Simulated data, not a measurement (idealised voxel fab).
A process module follows: voxel gate over fins.
We display cut, a cross-section 250 nm in width whose square cells are each 5 nm.
Each cross-section below is a grid of square cells, stated as bands in top-down order, with one or more rows of cells making up each band.
The entry gives the band's vertical extent as a top height and a bottom height in nm, then its horizontal make-up as materials from left to right, each with a width in nm. "air" stands for empty space; a single material marked "all across" fills the band edge to edge.
Counting heights begins at 0, where everything beneath is, in the wafer as received, one material. The lowest band has no bottom; it goes on downwards, as "from 0 down" shows.
A width given as "30 to 40" starts at the first number in the band's top row and ends at the second number in its bottom row, shifting by an equal amount at every step from row to row.
Basically "nothing changed" means that step didn't change any cell in the cross-section.
Enclosed voids (no open way to top), threshold 8 cells or more, entry "Sealed voids", notation width x height at distance, distance from left edge, nm.
Post-settings text on a step line: simulator's own remark regarding the step.
overlay nm: step with mask; distance mask lay right of planned place; negative value = left of planned place.

[Process steps (planned)]
1: RECEIVE: material Si
2: CONFORMAL_DEP: material SiN, thk nm 10
3: DIRECTIONAL_DEP: material aC, thk nm 15
4: PATTERN: tone cover, mask id FINS, material resist, width nm 15, pitch nm 55, thk nm 35, overlay nm 0
5: DIRECTIONAL_ETCH: etch materials aC, depth nm 15
6: STRIP: etch materials resist
7: DIRECTIONAL_ETCH: etch materials SiN, depth nm 10
8: DIRECTIONAL_ETCH: etch materials Si, depth nm 30
9: STRIP: etch materials aC
10: OXIDIZE: depth nm 5
11: FILL_DEP: material SiO2, thk nm 10
12: CMP: height nm 10
13: DIRECTIONAL_DEP: material aC, thk nm 15
14: PATTERN: tone open, mask id RAIL, material resist, width nm 15, thk nm 30, overlay nm 0
15: DIRECTIONAL_ETCH: etch materials aC, depth nm 15
16: STRIP: etch materials resist
17: DIRECTIONAL_ETCH: etch materials SiO2, depth nm 35
18: STRIP: etch materials aC
19: CONFORMAL_DEP: material TiN, thk nm 5
20: FILL_DEP: material Ru, thk nm 5
21: CMP: height nm 10
22: SELECTIVE_ETCH: etch materials W Ru TiN, depth nm 30
23: FILL_DEP: material SiO2, thk nm 5
24: CMP: height nm 10
25: SELECTIVE_ETCH: etch materials SiO2, depth nm 20
26: STRIP: etch materials SiN
27: CONFORMAL_DEP: material HfO2, thk nm 5
28: CONFORMAL_DEP: material TiN, thk nm 5
29: FILL_DEP: material W, thk nm 15
30: CMP: height nm 20
31: CONFORMAL_DEP: material SiN, thk nm 10

[First wafer, two in total, run as planned]

[This is the cross-section of the wafer as we received it, i.e. after step 1]
> from 0 down = Si all across
> Sealed voids: none

[After step 2, in cross-section]
> from 10 to 0 = SiN all across
> Anything lower than 0 is untouched.

[After step 3, in cross-section]
> from 25 to 10 = aC all across
> Anything lower than 10 is untouched.

[After step 4, in cross-section]
> from 60 to 25 = air 90 nm; resist 15 nm; air 40 nm; resist 15 nm; air 90 nm
> Anything lower than 25 is untouched.

[After step 5, in cross-section]
> from 45 to 25 = air 90 nm; resist 15 nm; air 40 nm; resist 15 nm; air 90 nm
> from 25 to 10 = air 90 nm; aC 15 nm; air 40 nm; aC 15 nm; air 90 nm
> Anything lower than 10 is untouched.

[After step 6, in cross-section]
> from 25 to 10 = air 90 nm; aC 15 nm; air 40 nm; aC 15 nm; air 90 nm
> Anything lower than 10 is untouched.

[After step 7, in cross-section]
> from 25 to 10 = air 90 nm; aC 15 nm; air 40 nm; aC 15 nm; air 90 nm
> from 10 to 0 = air 90 nm; SiN 15 nm; air 40 nm; SiN 15 nm; air 90 nm
> Anything lower than 0 is untouched.

[After step 8, in cross-section]
> from 25 to 10 = air 90 nm; aC 15 nm; air 40 nm; aC 15 nm; air 90 nm
> from 10 to 0 = air 90 nm; SiN 15 nm; air 40 nm; SiN 15 nm; air 90 nm
> from 0 to -30 = air 90 nm; Si 15 nm; air 40 nm; Si 15 nm; air 90 nm
> Anything lower than -30 is untouched.

[After step 9, in cross-section]
> from 10 to 0 = air 90 nm; SiN 15 nm; air 40 nm; SiN 15 nm; air 90 nm
> Anything lower than 0 is untouched.

[After step 10, in cross-section]
> from 10 to 0 = air 90 nm; SiN 15 nm; air 40 nm; SiN 15 nm; air 90 nm
> from 0 to -30 = air 90 nm; SiO2 5 nm; Si 5 nm; SiO2 5 nm; air 40 nm; SiO2 5 nm; Si 5 nm; SiO2 5 nm; air 90 nm
> from -30 to -35 = SiO2 95 nm; Si 5 nm; SiO2 50 nm; Si 5 nm; SiO2 95 nm
> Anything lower than -35 is untouched.

[After step 11, in cross-section]
> from 20 to 10 = SiO2 all across
> from 10 to 0 = SiO2 90 nm; SiN 15 nm; SiO2 40 nm; SiN 15 nm; SiO2 90 nm
> from 0 to -35 = SiO2 95 nm; Si 5 nm; SiO2 50 nm; Si 5 nm; SiO2 95 nm
> Anything lower than -35 is untouched.

[After step 12, in cross-section]
> from 10 to 0 = SiO2 90 nm; SiN 15 nm; SiO2 40 nm; SiN 15 nm; SiO2 90 nm
> Anything lower than 0 is untouched.

[After step 13, in cross-section]
> from 25 to 10 = aC all across
> Anything lower than 10 is untouched.

[After step 14, in cross-section]
> from 55 to 25 = resist 115 nm; air 15 nm; resist 120 nm
> Anything lower than 25 is untouched.

[After step 15, in cross-section]
> from 40 to 25 = resist 115 nm; air 15 nm; resist 120 nm
> from 25 to 10 = aC 115 nm; air 15 nm; aC 120 nm
> Anything lower than 10 is untouched.

[After step 16, in cross-section]
> from 25 to 10 = aC 115 nm; air 15 nm; aC 120 nm
> Anything lower than 10 is untouched.

[After step 17, in cross-section]
> from 25 to 10 = aC 115 nm; air 15 nm; aC 120 nm
> from 10 to 0 = SiO2 90 nm; SiN 15 nm; SiO2 10 nm; air 15 nm; SiO2 15 nm; SiN 15 nm; SiO2 90 nm
> from 0 to -25 = SiO2 95 nm; Si 5 nm; SiO2 15 nm; air 15 nm; SiO2 20 nm; Si 5 nm; SiO2 95 nm
> Anything lower than -25 is untouched.

[After step 18, in cross-section]
> from 10 to 0 = SiO2 90 nm; SiN 15 nm; SiO2 10 nm; air 15 nm; SiO2 15 nm; SiN 15 nm; SiO2 90 nm
> Anything lower than 0 is untouched.

[After step 19, in cross-section]
> from 15 to 10 = TiN 120 nm; air 5 nm; TiN 125 nm
> from 10 to 0 = SiO2 90 nm; SiN 15 nm; SiO2 10 nm; TiN 5 nm; air 5 nm; TiN 5 nm; SiO2 15 nm; SiN 15 nm; SiO2 90 nm
> from 0 to -20 = SiO2 95 nm; Si 5 nm; SiO2 15 nm; TiN 5 nm; air 5 nm; TiN 5 nm; SiO2 20 nm; Si 5 nm; SiO2 95 nm
> from -20 to -25 = SiO2 95 nm; Si 5 nm; SiO2 15 nm; TiN 15 nm; SiO2 20 nm; Si 5 nm; SiO2 95 nm
> Anything lower than -25 is untouched.

[After step 20, in cross-section]
> from 20 to 15 = Ru all across
> from 15 to 10 = TiN 120 nm; Ru 5 nm; TiN 125 nm
> from 10 to 0 = SiO2 90 nm; SiN 15 nm; SiO2 10 nm; TiN 5 nm; Ru 5 nm; TiN 5 nm; SiO2 15 nm; SiN 15 nm; SiO2 90 nm
> from 0 to -20 = SiO2 95 nm; Si 5 nm; SiO2 15 nm; TiN 5 nm; Ru 5 nm; TiN 5 nm; SiO2 20 nm; Si 5 nm; SiO2 95 nm
> Anything lower than -20 is untouched.

[After step 21, in cross-section]
> from 10 to 0 = SiO2 90 nm; SiN 15 nm; SiO2 10 nm; TiN 5 nm; Ru 5 nm; TiN 5 nm; SiO2 15 nm; SiN 15 nm; SiO2 90 nm
> Anything lower than 0 is untouched.

[After step 22, in cross-section]
> from 10 to 0 = SiO2 90 nm; SiN 15 nm; SiO2 10 nm; air 15 nm; SiO2 15 nm; SiN 15 nm; SiO2 90 nm
> from 0 to -20 = SiO2 95 nm; Si 5 nm; SiO2 15 nm; air 15 nm; SiO2 20 nm; Si 5 nm; SiO2 95 nm
> Anything lower than -20 is untouched.

[After step 23, in cross-section]
> from 15 to 10 = SiO2 all across
> from 10 to 0 = SiO2 90 nm; SiN 15 nm; SiO2 40 nm; SiN 15 nm; SiO2 90 nm
> from 0 to -20 = SiO2 95 nm; Si 5 nm; SiO2 50 nm; Si 5 nm; SiO2 95 nm
> Anything lower than -20 is untouched.

[After step 24, in cross-section]
> from 10 to 0 = SiO2 90 nm; SiN 15 nm; SiO2 40 nm; SiN 15 nm; SiO2 90 nm
> Anything lower than 0 is untouched.

[After step 25, in cross-section]
> from 10 to 0 = air 90 nm; SiN 15 nm; air 40 nm; SiN 15 nm; air 90 nm
> from 0 to -10 = air 95 nm; Si 5 nm; air 50 nm; Si 5 nm; air 95 nm
> Anything lower than -10 is untouched.

[After step 26, in cross-section]
> from 0 to -10 = air 95 nm; Si 5 nm; air 50 nm; Si 5 nm; air 95 nm
> Anything lower than -10 is untouched.

[After step 27, in cross-section]
> from 5 to 0 = air 90 nm; HfO2 15 nm; air 40 nm; HfO2 15 nm; air 90 nm
> from 0 to -5 = air 90 nm; HfO2 5 nm; Si 5 nm; HfO2 5 nm; air 40 nm; HfO2 5 nm; Si 5 nm; HfO2 5 nm; air 90 nm
> from -5 to -10 = HfO2 95 nm; Si 5 nm; HfO2 50 nm; Si 5 nm; HfO2 95 nm
> Anything lower than -10 is untouched.

[After step 28, in cross-section]
> from 10 to 5 = air 85 nm; TiN 25 nm; air 30 nm; TiN 25 nm; air 85 nm
> from 5 to 0 = air 85 nm; TiN 5 nm; HfO2 15 nm; TiN 5 nm; air 30 nm; TiN 5 nm; HfO2 15 nm; TiN 5 nm; air 85 nm
> from 0 to -5 = TiN 90 nm; HfO2 5 nm; Si 5 nm; HfO2 5 nm; TiN 40 nm; HfO2 5 nm; Si 5 nm; HfO2 5 nm; TiN 90 nm
> Anything lower than -5 is untouched.

[After step 29, in cross-section]
> from 25 to 10 = W all across
> from 10 to 5 = W 85 nm; TiN 25 nm; W 30 nm; TiN 25 nm; W 85 nm
> from 5 to 0 = W 85 nm; TiN 5 nm; HfO2 15 nm; TiN 5 nm; W 30 nm; TiN 5 nm; HfO2 15 nm; TiN 5 nm; W 85 nm
> Anything lower than 0 is untouched.

[After step 30, in cross-section]
> from 20 to 10 = W all across
> Anything lower than 10 is untouched.

[After step 31, in cross-section]
> from 30 to 20 = SiN all across
> Anything lower than 20 is untouched.

[The remaining wafer, second of the two, started like the first and was run to the same plan, except that one mistake was made along the way; the two coincide through step 13, inclusive]

[Second wafer: cross-section at the scheduled end of step 14]
> from 55 to 25 = resist 110 nm; air 25 nm; resist 115 nm
> Anything lower than 25 is untouched.

[Second wafer: cross-section at the scheduled end of step 15]
> from 40 to 25 = resist 110 nm; air 25 nm; resist 115 nm
> from 25 to 10 = aC 110 nm; air 25 nm; aC 115 nm
> Anything lower than 10 is untouched.

[Second wafer: cross-section at the scheduled end of step 16]
> from 25 to 10 = aC 110 nm; air 25 nm; aC 115 nm
> Anything lower than 10 is untouched.

[Second wafer: cross-section at the scheduled end of step 17]
> from 25 to 10 = aC 110 nm; air 25 nm; aC 115 nm
> from 10 to 0 = SiO2 90 nm; SiN 15 nm; SiO2 5 nm; air 25 nm; SiO2 10 nm; SiN 15 nm; SiO2 90 nm
> from 0 to -25 = SiO2 95 nm; Si 5 nm; SiO2 10 nm; air 25 nm; SiO2 15 nm; Si 5 nm; SiO2 95 nm
> Anything lower than -25 is untouched.

[Second wafer: cross-section at the scheduled end of step 18]
> from 10 to 0 = SiO2 90 nm; SiN 15 nm; SiO2 5 nm; air 25 nm; SiO2 10 nm; SiN 15 nm; SiO2 90 nm
> Anything lower than 0 is untouched.

[Second wafer: cross-section at the scheduled end of step 19]
> from 15 to 10 = TiN 115 nm; air 15 nm; TiN 120 nm
> from 10 to 0 = SiO2 90 nm; SiN 15 nm; SiO2 5 nm; TiN 5 nm; air 15 nm; TiN 5 nm; SiO2 10 nm; SiN 15 nm; SiO2 90 nm
> from 0 to -20 = SiO2 95 nm; Si 5 nm; SiO2 10 nm; TiN 5 nm; air 15 nm; TiN 5 nm; SiO2 15 nm; Si 5 nm; SiO2 95 nm
> from -20 to -25 = SiO2 95 nm; Si 5 nm; SiO2 10 nm; TiN 25 nm; SiO2 15 nm; Si 5 nm; SiO2 95 nm
> Anything lower than -25 is untouched.

[Second wafer: cross-section at the scheduled end of step 20]
> from 20 to 15 = Ru all across
> from 15 to 10 = TiN 115 nm; Ru 15 nm; TiN 120 nm
> from 10 to 0 = SiO2 90 nm; SiN 15 nm; SiO2 5 nm; TiN 5 nm; Ru 15 nm; TiN 5 nm; SiO2 10 nm; SiN 15 nm; SiO2 90 nm
> from 0 to -20 = SiO2 95 nm; Si 5 nm; SiO2 10 nm; TiN 5 nm; Ru 15 nm; TiN 5 nm; SiO2 15 nm; Si 5 nm; SiO2 95 nm
> Anything lower than -20 is untouched.

[Second wafer: cross-section at the scheduled end of step 21]
> from 10 to 0 = SiO2 90 nm; SiN 15 nm; SiO2 5 nm; TiN 5 nm; Ru 15 nm; TiN 5 nm; SiO2 10 nm; SiN 15 nm; SiO2 90 nm
> Anything lower than 0 is untouched.

[Second wafer: cross-section at the scheduled end of step 22]
> from 10 to 0 = SiO2 90 nm; SiN 15 nm; SiO2 5 nm; air 25 nm; SiO2 10 nm; SiN 15 nm; SiO2 90 nm
> from 0 to -20 = SiO2 95 nm; Si 5 nm; SiO2 10 nm; air 25 nm; SiO2 15 nm; Si 5 nm; SiO2 95 nm
> Anything lower than -20 is untouched.

[Second wafer: cross-section at the scheduled end of step 23]
> from 15 to 10 = SiO2 all across
> from 10 to 0 = SiO2 90 nm; SiN 15 nm; SiO2 40 nm; SiN 15 nm; SiO2 90 nm
> from 0 to -20 = SiO2 95 nm; Si 5 nm; SiO2 50 nm; Si 5 nm; SiO2 95 nm
> Anything lower than -20 is untouched.

[Second wafer: cross-section at the scheduled end of step 24]
> from 10 to 0 = SiO2 90 nm; SiN 15 nm; SiO2 40 nm; SiN 15 nm; SiO2 90 nm
> Anything lower than 0 is untouched.

[Second wafer: cross-section at the scheduled end of step 25]
> from 10 to 0 = air 90 nm; SiN 15 nm; air 40 nm; SiN 15 nm; air 90 nm
> from 0 to -10 = air 95 nm; Si 5 nm; air 50 nm; Si 5 nm; air 95 nm
> Anything lower than -10 is untouched.

[Second wafer: cross-section at the scheduled end of step 26]
> from 0 to -10 = air 95 nm; Si 5 nm; air 50 nm; Si 5 nm; air 95 nm
> Anything lower than -10 is untouched.

[Second wafer: cross-section at the scheduled end of step 27]
> from 5 to 0 = air 90 nm; HfO2 15 nm; air 40 nm; HfO2 15 nm; air 90 nm
> from 0 to -5 = air 90 nm; HfO2 5 nm; Si 5 nm; HfO2 5 nm; air 40 nm; HfO2 5 nm; Si 5 nm; HfO2 5 nm; air 90 nm
> from -5 to -10 = HfO2 95 nm; Si 5 nm; HfO2 50 nm; Si 5 nm; HfO2 95 nm
> Anything lower than -10 is untouched.

[Second wafer: cross-section at the scheduled end of step 28]
> from 10 to 5 = air 85 nm; TiN 25 nm; air 30 nm; TiN 25 nm; air 85 nm
> from 5 to 0 = air 85 nm; TiN 5 nm; HfO2 15 nm; TiN 5 nm; air 30 nm; TiN 5 nm; HfO2 15 nm; TiN 5 nm; air 85 nm
> from 0 to -5 = TiN 90 nm; HfO2 5 nm; Si 5 nm; HfO2 5 nm; TiN 40 nm; HfO2 5 nm; Si 5 nm; HfO2 5 nm; TiN 90 nm
> Anything lower than -5 is untouched.

[Second wafer: cross-section at the scheduled end of step 29]
> from 25 to 10 = W all across
> from 10 to 5 = W 85 nm; TiN 25 nm; W 30 nm; TiN 25 nm; W 85 nm
> from 5 to 0 = W 85 nm; TiN 5 nm; HfO2 15 nm; TiN 5 nm; W 30 nm; TiN 5 nm; HfO2 15 nm; TiN 5 nm; W 85 nm
> Anything lower than 0 is untouched.

[Second wafer: cross-section at the scheduled end of step 30]
> from 20 to 10 = W all across
> Anything lower than 10 is untouched.

[Second wafer: cross-section at the scheduled end of step 31]
> from 30 to 20 = SiN all across
> Anything lower than 20 is untouched.
The mistake made against the process plan was this: in deviation from the planned setting, step 14 was conducted as PATTERN: tone open, mask id RAIL, material resist, width nm 25, thk nm 30, overlay nm 0
Final comparison by cell count, materials where the second wafer has more or fewer than the first: 2 fewer of SiO2, 2 more of TiN
